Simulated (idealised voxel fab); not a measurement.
process module | voxel wiring stack
Square cells of 5 nm make up the cross-section cut, whose width is 180 nm.
Square cells in a grid make up a cross-section in this document, and the grid is given as bands, listed from the top down, each one or more rows of cells. Band: top height; bottom height; in nm. Then, left to right: material with width in nm, for each material. "throughout": a single material spanning edge to edge. "air": empty space. The reference from which all heights are counted is 0, the level beneath which the as-received wafer is entirely one material; the lowest band, having no lower bound, proceeds downward and is written after the example "0 down". Width "30..40": first value at the band's top row of cells, second value at its bottom row, equal change from row to row. "no alteration", as given for a step, is the statement that not any cell of the cross-section underwent a change during that step. Listed in "Voids lacking openings": every empty space of 8 or more cells without an open way to the top. Form: width x height at distance, the distance being from the left edge, all in nm. On a step's line, text after the settings is the simulator commenting on that step. When a step includes a mask, the "overlay nm" setting on its line states how far to the right of its planned place that mask lay, and negative values state how far to the left.
### These are the steps we planned for the process
1) op RECEIVE | material Si
2) op CONFORMAL_DEP | material SiO2 | thk nm 10
3) op DIRECTIONAL_DEP | material TiN | thk nm 5
4) op DIRECTIONAL_DEP | material Ru | thk nm 15
5) op MASKED_ETCH | tone cover | mask id METAL_1 | width nm 30 | pitch nm 50 | etch materials Ru | depth nm 15 | overlay nm 0
6) op MASKED_ETCH | tone cover | mask id METAL_1 | width nm 30 | pitch nm 50 | etch materials TiN | depth nm 5 | overlay nm 0
7) op CONFORMAL_DEP | material SiCN | thk nm 5
8) op FILL_DEP | material SiO2 | thk nm 10
9) op CMP | height nm 30
10) op CONFORMAL_DEP | material SiCN | thk nm 5
11) op DIRECTIONAL_DEP | material SiO2 | thk nm 30
12) op MASKED_ETCH | tone open | mask id METAL_2_HOLES | width nm 15 | pitch nm 50 | etch materials SiO2 | depth nm 30 | overlay nm 0
13) op PATTERN | tone open | mask id METAL_2 | material resist | width nm 30 | pitch nm 50 | thk nm 20 | overlay nm 0
14) op DIRECTIONAL_ETCH | etch materials SiO2 | depth nm 20
15) op DIRECTIONAL_ETCH | etch materials SiCN | depth nm 5
16) op STRIP | etch materials resist
17) op CONFORMAL_DEP | material TiN | thk nm 5
18) op FILL_DEP | material Ru | thk nm 5
19) op CMP | height nm 55
20) op CONFORMAL_DEP | material SiCN | thk nm 5
21) op DIRECTIONAL_DEP | material SiO2 | thk nm 25
22) op PATTERN | tone open | mask id METAL_3 | material resist | width nm 30 | pitch nm 50 | thk nm 20 | overlay nm 0
23) op DIRECTIONAL_ETCH | etch materials SiO2 | depth nm 15
24) op STRIP | etch materials resist
25) op MASKED_ETCH | tone open | mask id METAL_3_HOLES | width nm 15 | etch materials SiO2 | depth nm 10 | overlay nm 0
26) op MASKED_ETCH | tone open | mask id METAL_3_HOLES | width nm 15 | etch materials SiCN | depth nm 5 | overlay nm 0
27) op CONFORMAL_DEP | material TiN | thk nm 5
28) op FILL_DEP | material Ru | thk nm 10
29) op CMP | height nm 95
30) op CONFORMAL_DEP | material SiCN | thk nm 5
31) op DIRECTIONAL_DEP | material lowk | thk nm 35
32) op MASKED_ETCH | tone open | mask id METAL_4 | width nm 30 | pitch nm 50 | etch materials lowk | depth nm 20 | overlay nm 0
33) op MASKED_ETCH | tone open | mask id METAL_4_HOLES | width nm 15 | pitch nm 50 | etch materials lowk | depth nm 15 | overlay nm 0
34) op MASKED_ETCH | tone open | mask id METAL_4_HOLES | width nm 15 | pitch nm 50 | etch materials SiCN | depth nm 5 | overlay nm 0
35) op CONFORMAL_DEP | material TiN | thk nm 5
36) op FILL_DEP | material Ru | thk nm 5
37) op CMP | height nm 135
38) op CONFORMAL_DEP | material SiCN | thk nm 5
The value of height nm given for step 19 in the plan refers to the first wafer; the wafers vary in this setting and are alike at the start.
### The first of several wafers in cross-section, exactly as it reached us after step 1
* 0 down  Si throughout
* Voids lacking openings: none
### First of several wafers in cross-section at module end, following the final step, step 38
* 140 to 135  SiCN throughout
* 135 to 120  50 nm lowk; 5 nm TiN; 20 nm Ru; 5 nm TiN; 20 nm lowk; 5 nm TiN; 20 nm Ru; 5 nm TiN; 50 nm lowk
* 120 to 115  50 nm lowk; 5 nm TiN; 5 nm Ru; 20 nm TiN; 20 nm lowk; 5 nm TiN; 5 nm Ru; 20 nm TiN; 50 nm lowk
* 115 to 100  50 nm lowk; 5 nm TiN; 5 nm Ru; 5 nm TiN; 35 nm lowk; 5 nm TiN; 5 nm Ru; 5 nm TiN; 65 nm lowk
* 100 to 95  50 nm SiCN; 15 nm TiN; 35 nm SiCN; 15 nm TiN; 65 nm SiCN
* 95 to 90  Ru throughout
* 90 to 85  55 nm TiN; 20 nm Ru; 30 nm TiN; 20 nm Ru; 55 nm TiN
* 85 to 75  50 nm SiO2; 5 nm TiN; 20 nm Ru; 5 nm TiN; 20 nm SiO2; 5 nm TiN; 20 nm Ru; 5 nm TiN; 50 nm SiO2
* 75 to 70  50 nm SiO2; 5 nm TiN; 5 nm Ru; 20 nm TiN; 20 nm SiO2; 30 nm TiN; 50 nm SiO2
* 70 to 60  50 nm SiO2; 5 nm TiN; 5 nm Ru; 5 nm TiN; 115 nm SiO2
* 60 to 55  50 nm SiCN; 15 nm TiN; 115 nm SiCN
* 55 to 45  50 nm SiO2; 5 nm TiN; 20..5 nm Ru; 5..20 nm TiN; 20 nm SiO2; 5 nm TiN; 20..5 nm Ru; 5..20 nm TiN; 50 nm SiO2
* 45 to 35  50 nm SiO2; 5 nm TiN; 5 nm Ru; 5 nm TiN; 35 nm SiO2; 5 nm TiN; 5 nm Ru; 5 nm TiN; 65 nm SiO2
* 35 to 30  50 nm SiCN; 15 nm TiN; 35 nm SiCN; 15 nm TiN; 65 nm SiCN
* 30 to 15  45 nm SiO2; 5 nm SiCN; 30 nm Ru; 5 nm SiCN; 10 nm SiO2; 5 nm SiCN; 30 nm Ru; 5 nm SiCN; 45 nm SiO2
* 15 to 10  50 nm SiCN; 30 nm TiN; 20 nm SiCN; 30 nm TiN; 50 nm SiCN
* 10 to 0  SiO2 throughout
* 0 down  Si throughout
* Voids lacking openings: none
### A cross-section through the last wafer at the close of the module
* 140 to 135  SiCN throughout
* 135 to 120  50 nm lowk; 5 nm TiN; 20 nm Ru; 5 nm TiN; 20 nm lowk; 5 nm TiN; 20 nm Ru; 5 nm TiN; 50 nm lowk
* 120 to 115  50 nm lowk; 5 nm TiN; 5 nm Ru; 20 nm TiN; 20 nm lowk; 5 nm TiN; 5 nm Ru; 20 nm TiN; 50 nm lowk
* 115 to 100  50 nm lowk; 5 nm TiN; 5 nm Ru; 5 nm TiN; 35 nm lowk; 5 nm TiN; 5 nm Ru; 5 nm TiN; 65 nm lowk
* 100 to 95  50 nm SiCN; 15 nm TiN; 35 nm SiCN; 15 nm TiN; 65 nm SiCN
* 95 to 90  50 nm SiO2; 5 nm TiN; 5 nm Ru; 20 nm TiN; 20 nm SiO2; 30 nm TiN; 50 nm SiO2
* 90 to 80  50 nm SiO2; 5 nm TiN; 5 nm Ru; 5 nm TiN; 115 nm SiO2
* 80 to 75  50 nm SiCN; 15 nm TiN; 115 nm SiCN
* 75 to 70  Ru throughout
* 70 to 65  55 nm TiN; 20 nm Ru; 30 nm TiN; 20 nm Ru; 55 nm TiN
* 65 to 50  50 nm SiO2; 5 nm TiN; 20 nm Ru; 5 nm TiN; 20 nm SiO2; 5 nm TiN; 20 nm Ru; 5 nm TiN; 50 nm SiO2
* 50 to 45  50 nm SiO2; 5 nm TiN; 5 nm Ru; 20 nm TiN; 20 nm SiO2; 5 nm TiN; 5 nm Ru; 20 nm TiN; 50 nm SiO2
* 45 to 35  50 nm SiO2; 5 nm TiN; 5 nm Ru; 5 nm TiN; 35 nm SiO2; 5 nm TiN; 5 nm Ru; 5 nm TiN; 65 nm SiO2
* 35 to 30  50 nm SiCN; 15 nm TiN; 35 nm SiCN; 15 nm TiN; 65 nm SiCN
* 30 to 15  45 nm SiO2; 5 nm SiCN; 30 nm Ru; 5 nm SiCN; 10 nm SiO2; 5 nm SiCN; 30 nm Ru; 5 nm SiCN; 45 nm SiO2
* 15 to 10  50 nm SiCN; 30 nm TiN; 20 nm SiCN; 30 nm TiN; 50 nm SiCN
* 10 to 0  SiO2 throughout
* 0 down  Si throughout
* Voids lacking openings: none
### Row per wafer, end-of-module: cell gain (+)/loss (-) by material since the wafer came in, then closed voids
height nm 55 | +145 Ru | +165 SiCN | +378 SiO2 | +134 TiN | +186 lowk | Voids lacking openings: none
height nm 60 | +117 Ru | +165 SiCN | +402 SiO2 | +138 TiN | +186 lowk | Voids lacking openings: none
height nm 65 | +117 Ru | +165 SiCN | +426 SiO2 | +114 TiN | +186 lowk | Voids lacking openings: none
height nm 70 | +117 Ru | +165 SiCN | +402 SiO2 | +138 TiN | +186 lowk | Voids lacking openings: none
height nm 75 | +145 Ru | +165 SiCN | +378 SiO2 | +134 TiN | +186 lowk | Voids lacking openings: none
